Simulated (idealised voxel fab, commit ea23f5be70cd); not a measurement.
Proc. module: voxel transistor to metal
For reference, the cross-section in this document is cut, with width 270 nm and square cells of 5 nm.
Format of a cross-section: grid, square cells. Given as bands. Order: top down. Band: one or more rows of cells.
Band: top and bottom heights (nm) first, top before bottom; then materials from left to right, widths in nm. "full width" marks a sole material filling the band edge to edge. "blank" denotes empty space.
Below 0: as-received wafer, all one material; heights counted from there. Lowest band: no bottom, goes on down, written "0 and below".
Note: "30->40" means the width goes from the first number (top row of the band) to the second number (bottom row) in equal steps per row of cells.
Given "nothing altered" for a step, no cell of the cross-section differs between before and after that step.
In the "Entrapped voids" entry, you get each enclosed empty space of 8 cells or more, one with no open way to the top, written width x height at distance, distance from the left edge, in nm.
Formally, on a step line, whatever follows the settings is a remark that the simulator itself makes on the step.
Each step line may optionally specify "overlay nm", which for a step with a mask gives the rightward distance between the mask's planned place and where it lay, a negative value indicating the leftward direction.

[Planned process steps]
1,RECEIVE, material Si
2,OXIDIZE, depth nm 5
3,CONFORMAL_DEP, material SiN, thk nm 10
4,MASKED_ETCH, tone cover, mask id ACTIVE, width nm 95, pitch nm 115, etch materials SiN, depth nm 10, overlay nm 0
5,MASKED_ETCH, tone cover, mask id ACTIVE, width nm 95, pitch nm 115, etch materials SiO2, depth nm 5, overlay nm 0
6,MASKED_ETCH, tone cover, mask id ACTIVE, width nm 95, pitch nm 115, etch materials Si, depth nm 25, overlay nm 0
7,OXIDIZE, depth nm 5
8,FILL_DEP, material SiO2, thk nm 10
9,CMP, height nm 10
10,SELECTIVE_ETCH, etch materials SiO2, depth nm 5
11,STRIP, etch materials SiN
12,SELECTIVE_ETCH, etch materials SiO2, depth nm 5
13,OXIDIZE, depth nm 5
14,DIRECTIONAL_DEP, material polySi, thk nm 30
15,DIRECTIONAL_DEP, material SiCN, thk nm 10
16,MASKED_ETCH, tone cover, mask id GATE, width nm 15, pitch nm 115, etch materials SiCN, depth nm 20, overlay nm 0
17,MASKED_ETCH, tone cover, mask id GATE, width nm 15, pitch nm 115, etch materials polySi, depth nm 40, overlay nm 0
18,CONFORMAL_DEP, material SiO2, thk nm 5
19,DIRECTIONAL_ETCH, etch materials SiO2, depth nm 5
20,CONFORMAL_DEP, material SiN, thk nm 10
21,DIRECTIONAL_ETCH, etch materials SiN, depth nm 10
22,DIRECTIONAL_ETCH, etch materials SiO2, depth nm 5
23,DIRECTIONAL_ETCH, etch materials Si, depth nm 5
24,EPI, material nSi, thk nm 15
25,FILL_DEP, material SiO2, thk nm 10
26,CMP, height nm 35
27,DIRECTIONAL_DEP, material SiO2, thk nm 15
28,DIRECTIONAL_DEP, material aC, thk nm 15
29,PATTERN, tone open, mask id CONTACT, material resist, width nm 30, thk nm 35, overlay nm 0
30,DIRECTIONAL_ETCH, etch materials aC, depth nm 15
31,STRIP, etch materials resist
32,DIRECTIONAL_ETCH, etch materials SiO2, depth nm 45
33,STRIP, etch materials aC
34,CONFORMAL_DEP, material TiN, thk nm 5
35,FILL_DEP, material W, thk nm 10
36,CMP, height nm 50
37,DIRECTIONAL_DEP, material TiN, thk nm 5
38,DIRECTIONAL_DEP, material Ru, thk nm 15
39,MASKED_ETCH, tone cover, mask id METAL_1, width nm 15, etch materials Ru, depth nm 15, overlay nm 0
40,MASKED_ETCH, tone cover, mask id METAL_1, width nm 15, etch materials TiN, depth nm 5, overlay nm 0
41,CONFORMAL_DEP, material SiCN, thk nm 5
42,FILL_DEP, material SiO2, thk nm 5
43,CMP, height nm 70
44,CONFORMAL_DEP, material SiCN, thk nm 5
Keep in mind the plan's value for the depth nm of step 23 comes from the first wafer; the wafers don't share that setting, but they do share the same starting point.

[First wafer of several, as received: cross-section after step 1]
* 0 and below  Si full width
* Entrapped voids: none

[The table below has one row for each wafer; a row shows, as of the end of the module, how many cells of each material the wafer has gained, marked (+), or lost, marked (-), since it was received, and then the wafer's closed voids]
depth nm 5; +36 Ru; -220 Si; +132 SiCN; +72 SiN; +522 SiO2; +100 TiN; +80 W; +52 nSi; +36 polySi; Entrapped voids: none
depth nm 10; +36 Ru; -232 Si; +132 SiCN; +72 SiN; +522 SiO2; +100 TiN; +80 W; +64 nSi; +36 polySi; Entrapped voids: none
depth nm 15; +36 Ru; -244 Si; +132 SiCN; +72 SiN; +522 SiO2; +100 TiN; +80 W; +76 nSi; +36 polySi; Entrapped voids: none
depth nm 20; +36 Ru; -256 Si; +132 SiCN; +72 SiN; +522 SiO2; +100 TiN; +80 W; +88 nSi; +36 polySi; Entrapped voids: none
depth nm 25; +36 Ru; -268 Si; +132 SiCN; +72 SiN; +522 SiO2; +100 TiN; +80 W; +100 nSi; +36 polySi; Entrapped voids: none
depth nm 30; +36 Ru; -280 Si; +132 SiCN; +72 SiN; +522 SiO2; +100 TiN; +80 W; +112 nSi; +36 polySi; Entrapped voids: none
